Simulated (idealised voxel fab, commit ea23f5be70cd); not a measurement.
Presented below is a process module, voxel self aligned contacts.
In the cross-section labelled cut, the width is 170 nm and each square cell is 5 nm.
Each cross-section below is a grid of square cells, stated as bands in top-down order, with one or more rows of cells making up each band.
Band: top height; bottom height; in nm. Then, left to right: material with width in nm, for each material. "all across": a single material spanning edge to edge. "air": empty space.
Heights from 0 (as-received wafer is one material below). Bottom band endless downward, as "top 0, no bottom".
Graded width ("30..40"): value in top row of band = first number; value in bottom row = second number; row-to-row change constant.
Any step labelled "no modification" changed none of the cells in the cross-section.
Reported under the label "Catalogued sealed voids" are the empty spaces having no open way to the top and comprising 8 cells or more; the notation for each is width x height at distance, in which the distance is measured from the left edge and all three values are in nm.
after a step's settings: what the simulator itself notes on the step
Steps that use a mask can have "overlay nm" on their line. It says how far the mask sat to the right of where it was meant to be. Negative means to the left.
**These are the steps we planned for the process**
1 RECEIVE | material Si
2 OXIDIZE | depth nm 5
3 DIRECTIONAL_DEP | material polySi | thk nm 30
4 DIRECTIONAL_DEP | material SiN | thk nm 20
5 PATTERN | tone cover | mask id GATE | material resist | width nm 25 | pitch nm 50 | thk nm 20 | overlay nm 0
6 DIRECTIONAL_ETCH | etch materials SiN | depth nm 20
7 DIRECTIONAL_ETCH | etch materials polySi | depth nm 20
8 STRIP | etch materials resist
9 CONFORMAL_DEP | material SiN | thk nm 5
10 DIRECTIONAL_ETCH | etch materials SiN | depth nm 5
11 FILL_DEP | material SiO2 | thk nm 15
12 CMP | height nm 55
13 MASKED_ETCH | tone open | mask id CONTACT | width nm 35 | etch materials SiO2 | depth nm 60 | overlay nm 0
14 CONFORMAL_DEP | material TiN | thk nm 5
15 FILL_DEP | material W | thk nm 10
16 CMP | height nm 55
17 CONFORMAL_DEP | material SiCN | thk nm 5
Split variable: depth nm, step 7. Plan value = first wafer. Wafers start alike.
**As-received cross-section, first of several wafers, post step 1**
  top 0, no bottom = Si all across
  Catalogued sealed voids: none
**First of several wafers in cross-section at module end, following the final step, step 17**
  top 60, bottom 55 = SiCN all across
  top 55, bottom 50 = SiO2 65, TiN 15, W 5, TiN 15, SiO2 70
  top 50, bottom 30 = SiO2 40, SiN 35, TiN 5, W 5, TiN 5, SiN 35, SiO2 45
  top 30, bottom 15 = SiO2 40, SiN 5, polySi 25, SiN 5, TiN 5, W 5, TiN 5, SiN 5, polySi 25, SiN 5, SiO2 45
  top 15, bottom 10 = SiO2 40, SiN 5, polySi 25, SiN 5, TiN 15, SiN 5, polySi 25, SiN 5, SiO2 45
  top 10, bottom 0 = polySi all across
  top 0, bottom -5 = SiO2 all across
  top -5, no bottom = Si all across
  Catalogued sealed voids: none
**Of the several wafers, the last: cross-section at the end of the module**
  top 60, bottom 55 = SiCN all across
  top 55, bottom 50 = SiO2 65, TiN 15, W 5, TiN 15, SiO2 70
  top 50, bottom 30 = SiO2 40, SiN 35, TiN 5, W 5, TiN 5, SiN 35, SiO2 45
  top 30, bottom 0 = SiO2 40, SiN 5, polySi 25, SiN 5, TiN 5, W 5, TiN 5, SiN 5, polySi 25, SiN 5, SiO2 45
  top 0, bottom -5 = SiO2 75, TiN 15, SiO2 80
  top -5, no bottom = Si all across
  Catalogued sealed voids: none
**The following table contains a row per wafer, in which are reported, at the conclusion of the module, the cells of each material gained (+) or lost (-) since the wafer's receipt, with its closed voids given thereafter**
depth nm 20 | -34 Si | +34 SiCN | +72 SiN | +197 SiO2 | +23 TiN | +8 W | +108 polySi | Catalogued sealed voids: none
depth nm 25 | -34 Si | +34 SiCN | +76 SiN | +214 SiO2 | +25 TiN | +9 W | +84 polySi | Catalogued sealed voids: none
depth nm 30 | -34 Si | +34 SiCN | +80 SiN | +228 SiO2 | +29 TiN | +11 W | +60 polySi | Catalogued sealed voids: none
depth nm 35 | -34 Si | +34 SiCN | +80 SiN | +228 SiO2 | +29 TiN | +11 W | +60 polySi | Catalogued sealed voids: none
depth nm 40 | -34 Si | +34 SiCN | +80 SiN | +228 SiO2 | +29 TiN | +11 W | +60 polySi | Catalogued sealed voids: none
depth nm 45 | -34 Si | +34 SiCN | +80 SiN | +228 SiO2 | +29 TiN | +11 W | +60 polySi | Catalogued sealed voids: none
